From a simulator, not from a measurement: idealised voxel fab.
Process module heading - voxel ribs on slabs
Cross-section cut spans 290 nm and uses square cells 5 nm in size.
A cross-section is a grid of square cells, given in bands from the top down. A band is one or more rows of cells.
Band: top and bottom heights (nm) first, top before bottom; then materials from left to right, widths in nm. "all across" marks a sole material filling the band edge to edge. "air" denotes empty space.
Height datum 0, below which the as-received substrate wafer is one material. Lowest band open at the bottom, running downward: "0 nm and below".
The expression "30 to 40" gives the width at the extremes of the band, the first number at its top row of cells and the second at its bottom row, with the width changing by equal amounts from each row to the next in between.
Given "left unchanged" for a step, no cell of the cross-section differs between before and after that step.
"Cavities, closed" enumerates empty spaces isolated from the top, with no open way to it, that contain at least 8 cells, giving each as width x height at distance from the left edge, all three in nm.
Note: text after step settings on the step line = simulator remark on that step.
A step's line can hold "overlay nm"; with a mask on that step, the setting says how far right of the planned place the mask lay, while a negative setting says it lay to the left.
[Steps planned for the process]
1: RECEIVE: material Si
2: DIRECTIONAL_DEP: material SiO2, thk nm 25
3: DIRECTIONAL_DEP: material polySi, thk nm 20
4: PATTERN: tone cover, mask id RIB, material resist, width nm 20, thk nm 15, overlay nm 0
5: DIRECTIONAL_ETCH: etch materials polySi, depth nm 15
6: STRIP: etch materials resist
7: PATTERN: tone cover, mask id SLAB, material resist, width nm 80, thk nm 15, overlay nm 0
8: DIRECTIONAL_ETCH: etch materials polySi, depth nm 5
9: STRIP: etch materials resist
10: FILL_DEP: material SiO2, thk nm 15
11: CMP: height nm 55
12: DIRECTIONAL_DEP: material W, thk nm 10
13: MASKED_ETCH: tone cover, mask id HEATER, width nm 30, etch materials W, depth nm 10, overlay nm 0
14: CONFORMAL_DEP: material SiN, thk nm 5
[Step 1 complete: cross-section of the wafer as received]
* 0 nm and below  Si all across
* Cavities, closed: none
[Module complete, cross-section. Starting point and plan per above. One mistake made in running the module]
* 65 nm to 55 nm  air 130 nm; W 30 nm; air 130 nm
* 55 nm to 45 nm  SiO2 all across
* 45 nm to 30 nm  SiO2 135 nm; polySi 20 nm; SiO2 135 nm
* 30 nm to 25 nm  SiO2 105 nm; polySi 80 nm; SiO2 105 nm
* 25 nm to 0 nm  SiO2 all across
* 0 nm and below  Si all across
* Cavities, closed: none
The plan and the run diverged here: the plan's step 14 was left out and never carried out
